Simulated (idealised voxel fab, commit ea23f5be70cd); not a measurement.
The process module that follows is named voxel plated lines.
Pictured: cross-section cut, 225 nm wide, on a grid of 5 nm square cells.
Format of a cross-section: grid, square cells. Given as bands. Order: top down. Band: one or more rows of cells. It is stipulated that each band's entry specify, in nanometres, the height of the top of the band and then that of its bottom, followed by the materials of the band in left-to-right sequence, each together with its width in nanometres. A single material marked by the word "everywhere" is understood to fill the band from edge to edge; the word "air" is understood to denote empty space. Ref level 0: as-received wafer is one material below here. Bottom band extends down with no lower bound ("0..down"). Graded width ("30..40"): value in top row of band = first number; value in bottom row = second number; row-to-row change constant. The cross-section has no changed cell in any step marked "remained unchanged". "Enclosed void catalog": empty spaces of 8 cells or more with no open way to the top, each given as width x height at distance, distance from the left edge, all in nm. It should be noted that, on the line of a given step, the content following the step's settings is a remark produced by the simulator itself with respect to that step. overlay nm: for a step with a mask, the amount by which the mask lay right of where it was planned; a negative amount means left of it.
The planned process steps are enumerated hereunder:
1. RECEIVE [material Si]
2. CONFORMAL_DEP [material SiO2] [thk nm 5]
3. DIRECTIONAL_DEP [material TiN] [thk nm 5]
4. PATTERN [tone open] [mask id LINES] [material resist] [width nm 30] [pitch nm 45] [thk nm 30] [overlay nm 0]
5. EPI [material Ru] [thk nm 10]
6. EPI [material Ru] [thk nm 10]
7. STRIP [etch materials resist]
8. DIRECTIONAL_ETCH [etch materials TiN] [depth nm 5]
9. CONFORMAL_DEP [material SiN] [thk nm 10]
Here's what the wafer looked like in cross-section when it arrived - that's after step 1:
  0..down | Si everywhere
  Enclosed void catalog: none
First of two wafers, end-of-module section, run followed plan:
  40..30 | air: 40, SiN: 140, air: 45
  30..15 | air: 40, SiN: 10, Ru: 30, SiN: 15, Ru: 30, SiN: 15, Ru: 30, SiN: 10, air: 45
  15..10 | SiN: 50, Ru: 30, SiN: 15, Ru: 30, SiN: 15, Ru: 30, SiN: 55
  10..5 | SiN: 50, TiN: 30, SiN: 15, TiN: 30, SiN: 15, TiN: 30, SiN: 55
  5..0 | SiO2 everywhere
  0..down | Si everywhere
  Enclosed void catalog: none
This is the second of the two wafers, cross-sectioned at the end of the module; it started exactly like the first and was given the same plan, but it was run with one mistake:
  50..40 | air: 40, SiN: 140, air: 45
  40..15 | air: 40, SiN: 10, Ru: 30, SiN: 15, Ru: 30, SiN: 15, Ru: 30, SiN: 10, air: 45
  15..10 | SiN: 50, Ru: 30, SiN: 15, Ru: 30, SiN: 15, Ru: 30, SiN: 55
  10..5 | SiN: 50, TiN: 30, SiN: 15, TiN: 30, SiN: 15, TiN: 30, SiN: 55
  5..0 | SiO2 everywhere
  0..down | Si everywhere
  Enclosed void catalog: none
What was done differently from what was planned? one of the steps 5 and 6, which are alike, was run twice
Final wafer comparison in cells, second versus first, more or fewer per material: Ru +36, SiN +20
